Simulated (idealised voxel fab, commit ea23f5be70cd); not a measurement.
Proc. module: voxel transistor to metal
Cross-section cut spans 190 nm and uses square cells 5 nm in size.
Cross-section, as written here: a square-cell grid given band by band from the top down, where a band holds one or more rows of cells.
In this notation a band is specified by the heights of its top and bottom, in that order and in nm, after which its materials appear from left to right, each paired with its width in nm. The word "throughout" attached to a single material means that material fills the band from edge to edge; the word "empty" stands for empty space.
Beneath 0, the wafer as received is one material, and that level is where height counting begins. The lowest band goes on downward without a bottom; it is written like "0..down".
You'd read "30..40" like this: the band's top row of cells is as wide as the first number, its bottom row is as wide as the second, and going down, every row changes width by the same amount as the row before did.
"same as before" (step): cross-section cells unchanged, all of them.
Heads up: "Sealed-off cavities" only lists the empty pockets with no open path to the top that are 8 cells or more, and it writes them as width x height at distance, distance from the left edge, in nm.
If you see something after the settings on a step's line, that's the simulator's own remark about that step.
overlay nm: on a step with a mask, how far right of its planned place the mask lay; negative means left.
Before/after cross-section pairs, one process step each; after shown to lowest changed band; step and settings beneath. Pairs may be from different runs of this module on the same starting wafer; a pair continues from the one above only where its "Incoming profile" entry says so.

Incoming profile
	10..5 = 60 of SiO2  10 of SiN  5 of HfO2  5 of TiN  15 of W  5 of TiN  5 of HfO2  10 of SiN  75 of SiO2
	5..0 = 45 of SiO2  15 of SiGe  10 of SiN  5 of HfO2  5 of TiN  15 of W  5 of TiN  5 of HfO2  10 of SiN  15 of SiGe  60 of SiO2
	0..-5 = 45 of SiO2  15 of SiGe  10 of SiN  5 of HfO2  25 of TiN  5 of HfO2  10 of SiN  15 of SiGe  60 of SiO2
	-5..-10 = 45 of SiO2  15 of SiGe  5 of SiO2  45 of HfO2  5 of SiO2  15 of SiGe  60 of SiO2
	-10..-25 = 40 of SiO2  20 of SiGe  55 of Si  30 of SiGe  45 of SiO2
	-25..-40 = 40 of SiO2  105 of Si  45 of SiO2
	-40..down = Si throughout
	Sealed-off cavities: none

Resultant Cross-Section
	20..10 = SiO2 throughout
	Lower than 10, everything is as it was.
	Sealed-off cavities: none
Process step bridging the above cross-sections: DIRECTIONAL_DEP,material SiO2,thk nm 10

Incoming profile: carried over from the after image of the pair right above.

Resultant Cross-Section
	35..20 = aC throughout
	Lower than 20, everything is as it was.
	Sealed-off cavities: none
Process step bridging the above cross-sections: DIRECTIONAL_DEP,material aC,thk nm 15

Incoming profile: carried over from the after image of the pair right above.

Resultant Cross-Section
	65..35 = 45 of resist  15 of empty  65 of resist  15 of empty  50 of resist
	Lower than 35, everything is as it was.
	Sealed-off cavities: none
Process step bridging the above cross-sections: PATTERN,tone open,mask id CONTACT,material resist,width nm 15,pitch nm 80,thk nm 30,overlay nm 0

Incoming profile: carried over from the after image of the pair right above.

Resultant Cross-Section
	50..35 = 45 of resist  15 of empty  65 of resist  15 of empty  50 of resist
	35..20 = 45 of aC  15 of empty  65 of aC  15 of empty  50 of aC
	Lower than 20, everything is as it was.
	Sealed-off cavities: none
Process step bridging the above cross-sections: DIRECTIONAL_ETCH,etch materials aC,depth nm 15

Incoming profile: carried over from the after image of the pair right above.

Resultant Cross-Section
	35..20 = 45 of aC  15 of empty  65 of aC  15 of empty  50 of aC
	Lower than 20, everything is as it was.
	Sealed-off cavities: none
Process step bridging the above cross-sections: STRIP,etch materials resist

Incoming profile: carried over from the after image of the pair right above.

Resultant Cross-Section
	35..20 = 45 of aC  15 of empty  65 of aC  15 of empty  50 of aC
	20..10 = 45 of SiO2  15 of empty  65 of SiO2  15 of empty  50 of SiO2
	10..5 = 45 of SiO2  15 of empty  10 of SiN  5 of HfO2  5 of TiN  15 of W  5 of TiN  5 of HfO2  10 of SiN  10 of SiO2  15 of empty  50 of SiO2
	5..0 = 45 of SiO2  15 of SiGe  10 of SiN  5 of HfO2  5 of TiN  15 of W  5 of TiN  5 of HfO2  10 of SiN  15 of SiGe  10 of empty  50 of SiO2
	0..-5 = 45 of SiO2  15 of SiGe  10 of SiN  5 of HfO2  25 of TiN  5 of HfO2  10 of SiN  15 of SiGe  10 of empty  50 of SiO2
	-5..-10 = 45 of SiO2  15 of SiGe  5 of SiO2  45 of HfO2  5 of SiO2  15 of SiGe  10 of empty  50 of SiO2
	Lower than -10, everything is as it was.
	Sealed-off cavities: none
Process step bridging the above cross-sections: DIRECTIONAL_ETCH,etch materials SiO2,depth nm 30

Incoming profile: carried over from the after image of the pair right above.

Resultant Cross-Section
	20..10 = 45 of SiO2  15 of empty  65 of SiO2  15 of empty  50 of SiO2
	Lower than 10, everything is as it was.
	Sealed-off cavities: none
Process step bridging the above cross-sections: STRIP,etch materials aC

Incoming profile: carried over from the after image of the pair right above.

Resultant Cross-Section
	25..20 = 50 of TiN  5 of empty  75 of TiN  5 of empty  55 of TiN
	20..10 = 45 of SiO2  5 of TiN  5 of empty  5 of TiN  65 of SiO2  5 of TiN  5 of empty  5 of TiN  50 of SiO2
	10..5 = 45 of SiO2  15 of TiN  10 of SiN  5 of HfO2  5 of TiN  15 of W  5 of TiN  5 of HfO2  10 of SiN  10 of SiO2  15 of TiN  50 of SiO2
	5..0 = 45 of SiO2  15 of SiGe  10 of SiN  5 of HfO2  5 of TiN  15 of W  5 of TiN  5 of HfO2  10 of SiN  15 of SiGe  10 of TiN  50 of SiO2
	0..-5 = 45 of SiO2  15 of SiGe  10 of SiN  5 of HfO2  25 of TiN  5 of HfO2  10 of SiN  15 of SiGe  10 of TiN  50 of SiO2
	-5..-10 = 45 of SiO2  15 of SiGe  5 of SiO2  45 of HfO2  5 of SiO2  15 of SiGe  10 of TiN  50 of SiO2
	Lower than -10, everything is as it was.
	Sealed-off cavities: none
Process step bridging the above cross-sections: CONFORMAL_DEP,material TiN,thk nm 5

Incoming profile: carried over from the after image of the pair right above.

Resultant Cross-Section
	30..25 = Ru throughout
	25..20 = 50 of TiN  5 of Ru  75 of TiN  5 of Ru  55 of TiN
	20..10 = 45 of SiO2  5 of TiN  5 of Ru  5 of TiN  65 of SiO2  5 of TiN  5 of Ru  5 of TiN  50 of SiO2
	Lower than 10, everything is as it was.
	Sealed-off cavities: none
Process step bridging the above cross-sections: FILL_DEP,material Ru,thk nm 5

Incoming profile: carried over from the after image of the pair right above.

Resultant Cross-Section
	20..10 = 45 of SiO2  5 of TiN  5 of Ru  5 of TiN  65 of SiO2  5 of TiN  5 of Ru  5 of TiN  50 of SiO2
	Lower than 10, everything is as it was.
	Sealed-off cavities: none
Process step bridging the above cross-sections: CMP,height nm 20

Incoming profile: carried over from the after image of the pair right above.

Resultant Cross-Section
	25..20 = SiCN throughout
	Lower than 20, everything is as it was.
	Sealed-off cavities: none
Process step bridging the above cross-sections: CONFORMAL_DEP,material SiCN,thk nm 5

Incoming profile: carried over from the after image of the pair right above.

Resultant Cross-Section
	50..25 = SiO2 throughout
	Lower than 25, everything is as it was.
	Sealed-off cavities: none
Process step bridging the above cross-sections: DIRECTIONAL_DEP,material SiO2,thk nm 25

Incoming profile: carried over from the after image of the pair right above.

Resultant Cross-Section
	50..25 = 45 of SiO2  15 of empty  65 of SiO2  15 of empty  50 of SiO2
	Lower than 25, everything is as it was.
	Sealed-off cavities: none
Process step bridging the above cross-sections: MASKED_ETCH,tone open,mask id METAL_1,width nm 15,pitch nm 80,etch materials SiO2,depth nm 25,overlay nm 0

Incoming profile: carried over from the after image of the pair right above.

Resultant Cross-Section
	50..25 = 45 of SiO2  15 of empty  65 of SiO2  15 of empty  50 of SiO2
	25..20 = 45 of SiCN  15 of empty  65 of SiCN  15 of empty  50 of SiCN
	Lower than 20, everything is as it was.
	Sealed-off cavities: none
Process step bridging the above cross-sections: MASKED_ETCH,tone open,mask id METAL_1,width nm 15,pitch nm 80,etch materials SiCN,depth nm 5,overlay nm 0

Incoming profile: carried over from the after image of the pair right above.

Resultant Cross-Section
	55..50 = 50 of TiN  5 of empty  75 of TiN  5 of empty  55 of TiN
	50..25 = 45 of SiO2  5 of TiN  5 of empty  5 of TiN  65 of SiO2  5 of TiN  5 of empty  5 of TiN  50 of SiO2
	25..20 = 45 of SiCN  15 of TiN  65 of SiCN  15 of TiN  50 of SiCN
	Lower than 20, everything is as it was.
	Sealed-off cavities: none
Process step bridging the above cross-sections: CONFORMAL_DEP,material TiN,thk nm 5

Incoming profile: carried over from the after image of the pair right above.

Resultant Cross-Section
	65..55 = Cu throughout
	55..50 = 50 of TiN  5 of Cu  75 of TiN  5 of Cu  55 of TiN
	50..25 = 45 of SiO2  5 of TiN  5 of Cu  5 of TiN  65 of SiO2  5 of TiN  5 of Cu  5 of TiN  50 of SiO2
	Lower than 25, everything is as it was.
	Sealed-off cavities: none
Process step bridging the above cross-sections: FILL_DEP,material Cu,thk nm 10

Incoming profile: carried over from the after image of the pair right above.

Resultant Cross-Section
	50..25 = 45 of SiO2  5 of TiN  5 of Cu  5 of TiN  65 of SiO2  5 of TiN  5 of Cu  5 of TiN  50 of SiO2
	Lower than 25, everything is as it was.
	Sealed-off cavities: none
Process step bridging the above cross-sections: CMP,height nm 50

Incoming profile: carried over from the after image of the pair right above.

Resultant Cross-Section
	55..50 = SiCN throughout
	Lower than 50, everything is as it was.
	Sealed-off cavities: none
Process step bridging the above cross-sections: CONFORMAL_DEP,material SiCN,thk nm 5

Incoming profile
	20..10 = 45 of SiO2  5 of TiN  5 of Ru  5 of TiN  65 of SiO2  5 of TiN  5 of Ru  5 of TiN  50 of SiO2
	10..5 = 45 of SiO2  15 of TiN  5 of SiO2  10 of SiN  5 of HfO2  5 of TiN  15 of W  5 of TiN  5 of HfO2  10 of SiN  5 of SiO2  15 of TiN  50 of SiO2
	5..0 = 45 of SiO2  5 of TiN  15 of SiGe  10 of SiN  5 of HfO2  5 of TiN  15 of W  5 of TiN  5 of HfO2  10 of SiN  15 of SiGe  5 of TiN  50 of SiO2
	0..-5 = 45 of SiO2  5 of TiN  15 of SiGe  10 of SiN  5 of HfO2  25 of TiN  5 of HfO2  10 of SiN  15 of SiGe  5 of TiN  50 of SiO2
	-5..-10 = 45 of SiO2  5 of TiN  15 of SiGe  5 of SiO2  45 of HfO2  5 of SiO2  15 of SiGe  5 of TiN  50 of SiO2
	-10..-25 = 40 of SiO2  25 of SiGe  55 of Si  25 of SiGe  45 of SiO2
	-25..-40 = 40 of SiO2  105 of Si  45 of SiO2
	-40..down = Si throughout
	Sealed-off cavities: none

Resultant Cross-Section
	25..20 = SiO2 throughout
	Lower than 20, everything is as it was.
	Sealed-off cavities: none
Process step bridging the above cross-sections: CONFORMAL_DEP,material SiO2,thk nm 5

Incoming profile: carried over from the after image of the pair right above.

Resultant Cross-Section
	50..20 = SiO2 throughout
	Lower than 20, everything is as it was.
	Sealed-off cavities: none
Process step bridging the above cross-sections: DIRECTIONAL_DEP,material SiO2,thk nm 25

Incoming profile: carried over from the after image of the pair right above.

Resultant Cross-Section
	50..25 = 45 of SiO2  15 of empty  65 of SiO2  15 of empty  50 of SiO2
	Lower than 25, everything is as it was.
	Sealed-off cavities: none
Process step bridging the above cross-sections: MASKED_ETCH,tone open,mask id METAL_1,width nm 15,pitch nm 80,etch materials SiO2,depth nm 25,overlay nm 0

Incoming profile: carried over from the after image of the pair right above.

Resultant Cross-Section
	55..50 = 50 of TiN  5 of empty  75 of TiN  5 of empty  55 of TiN
	50..30 = 45 of SiO2  5 of TiN  5 of empty  5 of TiN  65 of SiO2  5 of TiN  5 of empty  5 of TiN  50 of SiO2
	30..25 = 45 of SiO2  15 of TiN  65 of SiO2  15 of TiN  50 of SiO2
	Lower than 25, everything is as it was.
	Sealed-off cavities: none
Process step bridging the above cross-sections: CONFORMAL_DEP,material TiN,thk nm 5

Incoming profile: carried over from the after image of the pair right above.

Resultant Cross-Section
	65..55 = Cu throughout
	55..50 = 50 of TiN  5 of Cu  75 of TiN  5 of Cu  55 of TiN
	50..30 = 45 of SiO2  5 of TiN  5 of Cu  5 of TiN  65 of SiO2  5 of TiN  5 of Cu  5 of TiN  50 of SiO2
	Lower than 30, everything is as it was.
	Sealed-off cavities: none
Process step bridging the above cross-sections: FILL_DEP,material Cu,thk nm 10

Incoming profile: carried over from the after image of the pair right above.

Resultant Cross-Section
	50..30 = 45 of SiO2  5 of TiN  5 of Cu  5 of TiN  65 of SiO2  5 of TiN  5 of Cu  5 of TiN  50 of SiO2
	Lower than 30, everything is as it was.
	Sealed-off cavities: none
Process step bridging the above cross-sections: CMP,height nm 50

Incoming profile: carried over from the after image of the pair right above.

Resultant Cross-Section
	55..50 = SiCN throughout
	Lower than 50, everything is as it was.
	Sealed-off cavities: none
Process step bridging the above cross-sections: CONFORMAL_DEP,material SiCN,thk nm 5

Incoming profile
	45..30 = aC throughout
	30..15 = SiCN throughout
	15..-5 = polySi throughout
	-5..-10 = SiO2 throughout
	-10..-40 = 40 of SiO2  105 of Si  45 of SiO2
	-40..down = Si throughout
	Sealed-off cavities: none

Resultant Cross-Section
	80..45 = 75 of resist  35 of empty  80 of resist
	Lower than 45, everything is as it was.
	Sealed-off cavities: none
Process step bridging the above cross-sections: PATTERN,tone open,mask id GATE,material resist,width nm 35,thk nm 35,overlay nm 0

Incoming profile: carried over from the after image of the pair right above.

Resultant Cross-Section
	65..45 = 75 of resist  35 of empty  80 of resist
	45..30 = 75 of aC  35 of empty  80 of aC
	Lower than 30, everything is as it was.
	Sealed-off cavities: none
Process step bridging the above cross-sections: DIRECTIONAL_ETCH,etch materials aC,depth nm 15

Incoming profile: carried over from the after image of the pair right above.

Resultant Cross-Section
	45..30 = 75 of aC  35 of empty  80 of aC
	Lower than 30, everything is as it was.
	Sealed-off cavities: none
Process step bridging the above cross-sections: STRIP,etch materials resist

Incoming profile: carried over from the after image of the pair right above.

Resultant Cross-Section
	45..30 = 75 of aC  35 of empty  80 of aC
	30..15 = 75 of SiCN  35 of empty  80 of SiCN
	Lower than 15, everything is as it was.
	Sealed-off cavities: none
Process step bridging the above cross-sections: DIRECTIONAL_ETCH,etch materials SiCN,depth nm 25

Incoming profile: carried over from the after image of the pair right above.

Resultant Cross-Section
	45..30 = 75 of aC  35 of empty  80 of aC
	30..15 = 75 of SiCN  35 of empty  80 of SiCN
	15..-5 = 75 of polySi  35 of empty  80 of polySi
	Lower than -5, everything is as it was.
	Sealed-off cavities: none
Process step bridging the above cross-sections: DIRECTIONAL_ETCH,etch materials polySi,depth nm 30

Incoming profile: carried over from the after image of the pair right above.

Resultant Cross-Section
	30..15 = 75 of SiCN  35 of empty  80 of SiCN
	Lower than 15, everything is as it was.
	Sealed-off cavities: none
Process step bridging the above cross-sections: STRIP,etch materials aC

Incoming profile: carried over from the after image of the pair right above.

Resultant Cross-Section
	40..30 = 85 of SiN  15 of empty  90 of SiN
	30..15 = 75 of SiCN  10 of SiN  15 of empty  10 of SiN  80 of SiCN
	15..5 = 75 of polySi  10 of SiN  15 of empty  10 of SiN  80 of polySi
	5..-5 = 75 of polySi  35 of SiN  80 of polySi
	Lower than -5, everything is as it was.
	Sealed-off cavities: none
Process step bridging the above cross-sections: CONFORMAL_DEP,material SiN,thk nm 10

Incoming profile: carried over from the after image of the pair right above.

Resultant Cross-Section
	30..15 = 75 of SiCN  10 of SiN  15 of empty  10 of SiN  80 of SiCN
	15..-5 = 75 of polySi  10 of SiN  15 of empty  10 of SiN  80 of polySi
	Lower than -5, everything is as it was.
	Sealed-off cavities: none
Process step bridging the above cross-sections: DIRECTIONAL_ETCH,etch materials SiN,depth nm 10

Incoming profile: carried over from the after image of the pair right above.

Resultant Cross-Section
	30..15 = 75 of SiCN  10 of SiN  15 of empty  10 of SiN  80 of SiCN
	15..-5 = 75 of polySi  10 of SiN  15 of empty  10 of SiN  80 of polySi
	-5..-10 = 85 of SiO2  15 of empty  90 of SiO2
	Lower than -10, everything is as it was.
	Sealed-off cavities: none
Process step bridging the above cross-sections: DIRECTIONAL_ETCH,etch materials SiO2,depth nm 5

Incoming profile: carried over from the after image of the pair right above.

Resultant Cross-Section
	30..15 = 75 of SiCN  10 of SiN  15 of empty  10 of SiN  80 of SiCN
	15..-5 = 75 of polySi  10 of SiN  15 of empty  10 of SiN  80 of polySi
	-5..-10 = 85 of SiO2  15 of empty  90 of SiO2
	-10..-25 = 40 of SiO2  45 of Si  15 of empty  45 of Si  45 of SiO2
	Lower than -25, everything is as it was.
	Sealed-off cavities: none
Process step bridging the above cross-sections: DIRECTIONAL_ETCH,etch materials Si,depth nm 15

Incoming profile: carried over from the after image of the pair right above.

Resultant Cross-Section
	30..15 = 75 of SiCN  10 of SiN  15 of empty  10 of SiN  80 of SiCN
	15..5 = 75 of polySi  10 of SiN  15 of empty  10 of SiN  80 of polySi
	5..-5 = 75 of polySi  10 of SiN  15 of SiGe  10 of SiN  80 of polySi
	-5..-10 = 85 of SiO2  15 of SiGe  90 of SiO2
	-10..-25 = 40 of SiO2  45 of Si  15 of SiGe  45 of Si  45 of SiO2
	Lower than -25, everything is as it was.
	Sealed-off cavities: none
Process step bridging the above cross-sections: EPI,material SiGe,thk nm 15

Incoming profile: carried over from the after image of the pair right above.

Resultant Cross-Section
	35..30 = SiO2 throughout
	30..15 = 75 of SiCN  10 of SiN  15 of SiO2  10 of SiN  80 of SiCN
	15..5 = 75 of polySi  10 of SiN  15 of SiO2  10 of SiN  80 of polySi
	Lower than 5, everything is as it was.
	Sealed-off cavities: none
Process step bridging the above cross-sections: FILL_DEP,material SiO2,thk nm 5

Incoming profile: carried over from the after image of the pair right above.

Resultant Cross-Section
	15..5 = 75 of polySi  10 of SiN  15 of SiO2  10 of SiN  80 of polySi
	Lower than 5, everything is as it was.
	Sealed-off cavities: none
Process step bridging the above cross-sections: CMP,height nm 15

Incoming profile: carried over from the after image of the pair right above.

Resultant Cross-Section
	15..5 = 75 of empty  10 of SiN  15 of SiO2  10 of SiN  80 of empty
	5..-5 = 75 of empty  10 of SiN  15 of SiGe  10 of SiN  80 of empty
	Lower than -5, everything is as it was.
	Sealed-off cavities: none
Process step bridging the above cross-sections: STRIP,etch materials polySi

Incoming profile: carried over from the after image of the pair right above.

Resultant Cross-Section
	15..10 = 75 of empty  10 of SiN  15 of empty  10 of SiN  80 of empty
	10..5 = 75 of empty  10 of SiN  15 of SiO2  10 of SiN  80 of empty
	5..-5 = 75 of empty  10 of SiN  15 of SiGe  10 of SiN  80 of empty
	-5..-10 = 80 of empty  5 of SiO2  15 of SiGe  5 of SiO2  85 of empty
	Lower than -10, everything is as it was.
	Sealed-off cavities: none
Process step bridging the above cross-sections: SELECTIVE_ETCH,etch materials SiO2,depth nm 5

Incoming profile: carried over from the after image of the pair right above.

Resultant Cross-Section
	20..15 = 70 of empty  20 of HfO2  5 of empty  20 of HfO2  75 of empty
	15..10 = 70 of empty  5 of HfO2  10 of SiN  15 of HfO2  10 of SiN  5 of HfO2  75 of empty
	10..5 = 70 of empty  5 of HfO2  10 of SiN  15 of SiO2  10 of SiN  5 of HfO2  75 of empty
	5..-5 = 70 of empty  5 of HfO2  10 of SiN  15 of SiGe  10 of SiN  5 of HfO2  75 of empty
	-5..-10 = 80 of HfO2  5 of SiO2  15 of SiGe  5 of SiO2  85 of HfO2
	Lower than -10, everything is as it was.
	Sealed-off cavities: none
Process step bridging the above cross-sections: CONFORMAL_DEP,material HfO2,thk nm 5

Incoming profile: carried over from the after image of the pair right above.

Resultant Cross-Section
	25..20 = 65 of empty  55 of TiN  70 of empty
	20..15 = 65 of empty  5 of TiN  20 of HfO2  5 of TiN  20 of HfO2  5 of TiN  70 of empty
	15..10 = 65 of empty  5 of TiN  5 of HfO2  10 of SiN  15 of HfO2  10 of SiN  5 of HfO2  5 of TiN  70 of empty
	10..5 = 65 of empty  5 of TiN  5 of HfO2  10 of SiN  15 of SiO2  10 of SiN  5 of HfO2  5 of TiN  70 of empty
	5..0 = 65 of empty  5 of TiN  5 of HfO2  10 of SiN  15 of SiGe  10 of SiN  5 of HfO2  5 of TiN  70 of empty
	0..-5 = 70 of TiN  5 of HfO2  10 of SiN  15 of SiGe  10 of SiN  5 of HfO2  75 of TiN
	Lower than -5, everything is as it was.
	Sealed-off cavities: none
Process step bridging the above cross-sections: CONFORMAL_DEP,material TiN,thk nm 5

Incoming profile: carried over from the after image of the pair right above.

Resultant Cross-Section
	35..25 = W throughout
	25..20 = 65 of W  55 of TiN  70 of W
	20..15 = 65 of W  5 of TiN  20 of HfO2  5 of TiN  20 of HfO2  5 of TiN  70 of W
	15..10 = 65 of W  5 of TiN  5 of HfO2  10 of SiN  15 of HfO2  10 of SiN  5 of HfO2  5 of TiN  70 of W
	10..5 = 65 of W  5 of TiN  5 of HfO2  10 of SiN  15 of SiO2  10 of SiN  5 of HfO2  5 of TiN  70 of W
	5..0 = 65 of W  5 of TiN  5 of HfO2  10 of SiN  15 of SiGe  10 of SiN  5 of HfO2  5 of TiN  70 of W
	Lower than 0, everything is as it was.
	Sealed-off cavities: none
Process step bridging the above cross-sections: FILL_DEP,material W,thk nm 10

Incoming profile: carried over from the after image of the pair right above.

Resultant Cross-Section
	10..5 = 65 of W  5 of TiN  5 of HfO2  10 of SiN  15 of SiO2  10 of SiN  5 of HfO2  5 of TiN  70 of W
	Lower than 5, everything is as it was.
	Sealed-off cavities: none
Process step bridging the above cross-sections: CMP,height nm 10

Incoming profile: carried over from the after image of the pair right above.

Resultant Cross-Section
	20..10 = SiO2 throughout
	Lower than 10, everything is as it was.
	Sealed-off cavities: none
Process step bridging the above cross-sections: DIRECTIONAL_DEP,material SiO2,thk nm 10

Incoming profile: carried over from the after image of the pair right above.

Resultant Cross-Section
	35..20 = aC throughout
	Lower than 20, everything is as it was.
	Sealed-off cavities: none
Process step bridging the above cross-sections: DIRECTIONAL_DEP,material aC,thk nm 15

Incoming profile: carried over from the after image of the pair right above.

Resultant Cross-Section
	65..35 = 45 of resist  15 of empty  65 of resist  15 of empty  50 of resist
	Lower than 35, everything is as it was.
	Sealed-off cavities: none
Process step bridging the above cross-sections: PATTERN,tone open,mask id CONTACT,material resist,width nm 15,pitch nm 80,thk nm 30,overlay nm 0

Incoming profile: carried over from the after image of the pair right above.

Resultant Cross-Section
	50..35 = 45 of resist  15 of empty  65 of resist  15 of empty  50 of resist
	35..20 = 45 of aC  15 of empty  65 of aC  15 of empty  50 of aC
	Lower than 20, everything is as it was.
	Sealed-off cavities: none
Process step bridging the above cross-sections: DIRECTIONAL_ETCH,etch materials aC,depth nm 15

Incoming profile: carried over from the after image of the pair right above.

Resultant Cross-Section
	35..20 = 45 of aC  15 of empty  65 of aC  15 of empty  50 of aC
	Lower than 20, everything is as it was.
	Sealed-off cavities: none
Process step bridging the above cross-sections: STRIP,etch materials resist

Incoming profile: carried over from the after image of the pair right above.

Resultant Cross-Section
	35..20 = 45 of aC  15 of empty  65 of aC  15 of empty  50 of aC
	20..10 = 45 of SiO2  15 of empty  65 of SiO2  15 of empty  50 of SiO2
	Lower than 10, everything is as it was.
	Sealed-off cavities: none
Process step bridging the above cross-sections: DIRECTIONAL_ETCH,etch materials SiO2,depth nm 30

Incoming profile: carried over from the after image of the pair right above.

Resultant Cross-Section
	20..10 = 45 of SiO2  15 of empty  65 of SiO2  15 of empty  50 of SiO2
	Lower than 10, everything is as it was.
	Sealed-off cavities: none
Process step bridging the above cross-sections: STRIP,etch materials aC

Incoming profile: carried over from the after image of the pair right above.

Resultant Cross-Section
	25..20 = 50 of TiN  5 of empty  75 of TiN  5 of empty  55 of TiN
	20..15 = 45 of SiO2  5 of TiN  5 of empty  5 of TiN  65 of SiO2  5 of TiN  5 of empty  5 of TiN  50 of SiO2
	15..10 = 45 of SiO2  15 of TiN  65 of SiO2  15 of TiN  50 of SiO2
	Lower than 10, everything is as it was.
	Sealed-off cavities: none
Process step bridging the above cross-sections: CONFORMAL_DEP,material TiN,thk nm 5

Incoming profile: carried over from the after image of the pair right above.

Resultant Cross-Section
	30..25 = Ru throughout
	25..20 = 50 of TiN  5 of Ru  75 of TiN  5 of Ru  55 of TiN
	20..15 = 45 of SiO2  5 of TiN  5 of Ru  5 of TiN  65 of SiO2  5 of TiN  5 of Ru  5 of TiN  50 of SiO2
	Lower than 15, everything is as it was.
	Sealed-off cavities: none
Process step bridging the above cross-sections: FILL_DEP,material Ru,thk nm 5

Incoming profile: carried over from the after image of the pair right above.

Resultant Cross-Section
	20..15 = 45 of SiO2  5 of TiN  5 of Ru  5 of TiN  65 of SiO2  5 of TiN  5 of Ru  5 of TiN  50 of SiO2
	Lower than 15, everything is as it was.
	Sealed-off cavities: none
Process step bridging the above cross-sections: CMP,height nm 20

Incoming profile: carried over from the after image of the pair right above.

Resultant Cross-Section
	25..20 = SiCN throughout
	Lower than 20, everything is as it was.
	Sealed-off cavities: none
Process step bridging the above cross-sections: CONFORMAL_DEP,material SiCN,thk nm 5

Incoming profile: carried over from the after image of the pair right above.

Resultant Cross-Section
	50..25 = SiO2 throughout
	Lower than 25, everything is as it was.
	Sealed-off cavities: none
Process step bridging the above cross-sections: DIRECTIONAL_DEP,material SiO2,thk nm 25

Incoming profile: carried over from the after image of the pair right above.

Resultant Cross-Section
	50..25 = 45 of SiO2  15 of empty  65 of SiO2  15 of empty  50 of SiO2
	Lower than 25, everything is as it was.
	Sealed-off cavities: none
Process step bridging the above cross-sections: MASKED_ETCH,tone open,mask id METAL_1,width nm 15,pitch nm 80,etch materials SiO2,depth nm 25,overlay nm 0

Incoming profile: carried over from the after image of the pair right above.

Resultant Cross-Section
	50..25 = 45 of SiO2  15 of empty  65 of SiO2  15 of empty  50 of SiO2
	25..20 = 45 of SiCN  15 of empty  65 of SiCN  15 of empty  50 of SiCN
	Lower than 20, everything is as it was.
	Sealed-off cavities: none
Process step bridging the above cross-sections: MASKED_ETCH,tone open,mask id METAL_1,width nm 15,pitch nm 80,etch materials SiCN,depth nm 5,overlay nm 0

Incoming profile: carried over from the after image of the pair right above.

Resultant Cross-Section
	55..50 = 50 of TiN  5 of empty  75 of TiN  5 of empty  55 of TiN
	50..25 = 45 of SiO2  5 of TiN  5 of empty  5 of TiN  65 of SiO2  5 of TiN  5 of empty  5 of TiN  50 of SiO2
	25..20 = 45 of SiCN  15 of TiN  65 of SiCN  15 of TiN  50 of SiCN
	Lower than 20, everything is as it was.
	Sealed-off cavities: none
Process step bridging the above cross-sections: CONFORMAL_DEP,material TiN,thk nm 5

Incoming profile: carried over from the after image of the pair right above.

Resultant Cross-Section
	65..55 = Cu throughout
	55..50 = 50 of TiN  5 of Cu  75 of TiN  5 of Cu  55 of TiN
	50..25 = 45 of SiO2  5 of TiN  5 of Cu  5 of TiN  65 of SiO2  5 of TiN  5 of Cu  5 of TiN  50 of SiO2
	Lower than 25, everything is as it was.
	Sealed-off cavities: none
Process step bridging the above cross-sections: FILL_DEP,material Cu,thk nm 10

Incoming profile: carried over from the after image of the pair right above.

Resultant Cross-Section
	50..25 = 45 of SiO2  5 of TiN  5 of Cu  5 of TiN  65 of SiO2  5 of TiN  5 of Cu  5 of TiN  50 of SiO2
	Lower than 25, everything is as it was.
	Sealed-off cavities: none
Process step bridging the above cross-sections: CMP,height nm 50

Incoming profile: carried over from the after image of the pair right above.

Resultant Cross-Section
	55..50 = SiCN throughout
	Lower than 50, everything is as it was.
	Sealed-off cavities: none
Process step bridging the above cross-sections: CONFORMAL_DEP,material SiCN,thk nm 5
